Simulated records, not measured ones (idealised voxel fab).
This section sets out a process module, namely voxel ribs on slabs.
Pictured: cross-section cut, 200 nm wide, on a grid of 5 nm square cells.
Notation: cross-section as square-cell grid; stated in bands, top first, going down; one or more cell rows per band.
Band entry format. Leading values: height of top, height of bottom, nm. Remainder: materials in left-to-right order, each with its width in nm. Special words: "full width" on a single material, which then fills the band edge to edge; "air", empty space.
Heights are measured from 0, the level below which the as-received wafer is all one material; the lowest band has no bottom and continues downward, written as in "0 and below".
The notation "30->40" denotes a width that varies across the rows of cells in the band, beginning at the first number in the top row, finishing at the second number in the bottom row, and changing by an identical amount from each row to the next.
Reading "remained unchanged" for a step: not a cell of the cross-section changed in it.
Empty spaces counting at least 8 cells and having no open way to the top are listed in "Sealed void list". The notation width x height at distance is used for each, the distance being from the left edge and all three values in nm.
Post-settings text on a step line: simulator's own remark regarding the step.
overlay nm: how far to the right of its planned place the mask lay on this masked step (negative: to the left).
This section lists the process steps that were planned:
1 RECEIVE, material Si
2 DIRECTIONAL_DEP, material SiO2, thk nm 25
3 DIRECTIONAL_DEP, material SiN, thk nm 25
4 MASKED_ETCH, tone cover, mask id RIB, width nm 25, etch materials SiN, depth nm 20, overlay nm 0
5 DIRECTIONAL_DEP, material aC, thk nm 15
6 PATTERN, tone cover, mask id SLAB, material resist, width nm 55, thk nm 30, overlay nm 0
7 DIRECTIONAL_ETCH, etch materials aC, depth nm 15
8 STRIP, etch materials resist
9 DIRECTIONAL_ETCH, etch materials SiN, depth nm 5
10 STRIP, etch materials aC
11 FILL_DEP, material SiO2, thk nm 20
12 CMP, height nm 60
13 DIRECTIONAL_DEP, material W, thk nm 5
14 MASKED_ETCH, tone cover, mask id HEATER, width nm 35, etch materials W, depth nm 5, overlay nm 0
15 CONFORMAL_DEP, material SiN, thk nm 10
Wafer as received: cross-section following step 1:
* 0 and below = Si full width
* Sealed void list: none
Sectioned view, first of two wafers, at the close of the module, processed as intended in the plan:
* 75 down to 70 = 70 nm air  55 nm SiN  75 nm air
* 70 down to 65 = SiN full width
* 65 down to 60 = 80 nm SiN  35 nm W  85 nm SiN
* 60 down to 50 = SiO2 full width
* 50 down to 30 = 85 nm SiO2  25 nm SiN  90 nm SiO2
* 30 down to 25 = 70 nm SiO2  55 nm SiN  75 nm SiO2
* 25 down to 0 = SiO2 full width
* 0 and below = Si full width
* Sealed void list: none
Here is the second of the two wafers cut open at the end of the module - same start, same plan as the first one, but we made one mistake running it:
* 75 down to 70 = 70 nm air  55 nm SiN  75 nm air
* 70 down to 65 = SiN full width
* 65 down to 60 = 80 nm SiN  35 nm W  85 nm SiN
* 60 down to 25 = SiO2 full width
* 25 down to 0 = SiN full width
* 0 and below = Si full width
* Sealed void list: none
What was done differently from what was planned? note: step 2 <-> step 3, run order reversed vs plan
Counted in cells at the end, the second wafer holds more or fewer of these materials than the first: 169 more of SiN, 169 fewer of SiO2
